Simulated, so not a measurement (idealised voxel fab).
process module | voxel ribs on slabs
cross-section cut | 280 nm wide | cells 5 nm
A cross-section is a grid of square cells, given in bands from the top down. A band is one or more rows of cells.
Each band's line starts with the height of the band's top and of its bottom, in nm. Then come its materials from left to right, each with its width in nm. One material with "throughout" fills the band from edge to edge. "air" is empty space.
Height 0 is the level under which the wafer as received is all one material. The lowest band goes on downwards, as in "0 down".
A width such as "30 to 40" changes by the same amount from each row of cells to the next, from the band's top row to its bottom row.
"no change" after a step means that no cell of the cross-section changed.
closed voids: empty space of 8 cells or more with no open way to the top, each as width x height at its distance from the left edge, in nm
after a step's settings: what the simulator itself notes on the step
overlay nm, on a step with a mask: how far to the right of its planned place the mask lay; to the left if negative
plan
1 op RECEIVE | material Si
2 op DIRECTIONAL_DEP | material SiO2 | thk nm 25
3 op DIRECTIONAL_DEP | material polySi | thk nm 25
4 op MASKED_ETCH | tone cover | mask id RIB | width nm 25 | etch materials polySi | depth nm 10 | overlay nm 0
5 op DIRECTIONAL_DEP | material aC | thk nm 15
6 op PATTERN | tone cover | mask id SLAB | material resist | width nm 55 | thk nm 35 | overlay nm 0
7 op DIRECTIONAL_ETCH | etch materials aC | depth nm 15
8 op STRIP | etch materials resist
9 op DIRECTIONAL_ETCH | etch materials polySi | depth nm 15
10 op STRIP | etch materials aC
11 op FILL_DEP | material SiO2 | thk nm 15
12 op CMP | height nm 60
13 op DIRECTIONAL_DEP | material TiN | thk nm 10
14 op MASKED_ETCH | tone cover | mask id HEATER | width nm 35 | etch materials TiN | depth nm 10 | overlay nm 0
15 op CONFORMAL_DEP | material SiN | thk nm 5
first wafer, as planned
as received, after step 1
  0 down: Si throughout
  closed voids: none
after step 2
  25 to 0: SiO2 throughout
  below 0: unchanged
after step 3
  50 to 25: polySi throughout
  below 25: unchanged
after step 4
  50 to 40: air 125 | polySi 25 | air 130
  below 40: unchanged
after step 5
  65 to 55: air 125 | aC 25 | air 130
  55 to 50: aC throughout
  50 to 40: aC 125 | polySi 25 | aC 130
  below 40: unchanged
after step 6
  100 to 65: air 110 | resist 55 | air 115
  65 to 55: air 110 | resist 15 | aC 25 | resist 15 | air 115
  below 55: unchanged
after step 7
  85 to 65: air 110 | resist 55 | air 115
  65 to 55: air 110 | resist 15 | aC 25 | resist 15 | air 115
  55 to 50: air 110 | aC 55 | air 115
  50 to 40: air 110 | aC 15 | polySi 25 | aC 15 | air 115
  below 40: unchanged
after step 8
  65 to 55: air 125 | aC 25 | air 130
  below 55: unchanged
after step 9
  65 to 55: air 125 | aC 25 | air 130
  55 to 50: air 110 | aC 55 | air 115
  50 to 40: air 110 | aC 15 | polySi 25 | aC 15 | air 115
  40 to 25: air 110 | polySi 55 | air 115
  below 25: unchanged
after step 10
  50 to 40: air 125 | polySi 25 | air 130
  below 40: unchanged
after step 11
  65 to 50: SiO2 throughout
  50 to 40: SiO2 125 | polySi 25 | SiO2 130
  40 to 25: SiO2 110 | polySi 55 | SiO2 115
  below 25: unchanged
after step 12
  60 to 50: SiO2 throughout
  below 50: unchanged
after step 13
  70 to 60: TiN throughout
  below 60: unchanged
after step 14
  70 to 60: air 120 | TiN 35 | air 125
  below 60: unchanged
after step 15
  75 to 70: air 115 | SiN 45 | air 120
  70 to 65: air 115 | SiN 5 | TiN 35 | SiN 5 | air 120
  65 to 60: SiN 120 | TiN 35 | SiN 125
  below 60: unchanged
second wafer: like start, like plan, one mistake. Through step 10 it matches the first wafer
when step 11 should have ended
  65 to 50: aC throughout
  50 to 40: aC 125 | polySi 25 | aC 130
  40 to 25: aC 110 | polySi 55 | aC 115
  below 25: unchanged
when step 12 should have ended
  60 to 50: aC throughout
  below 50: unchanged
when step 13 should have ended
  70 to 60: TiN throughout
  below 60: unchanged
when step 14 should have ended
  70 to 60: air 120 | TiN 35 | air 125
  below 60: unchanged
when step 15 should have ended
  75 to 70: air 115 | SiN 45 | air 120
  70 to 65: air 115 | SiN 5 | TiN 35 | SiN 5 | air 120
  65 to 60: SiN 120 | TiN 35 | SiN 125
  below 60: unchanged
what went wrong: step 11 ran as: op FILL_DEP | material aC | thk nm 15
at the end the second wafer has, in cells: 349 fewer of SiO2 | 349 more of aC
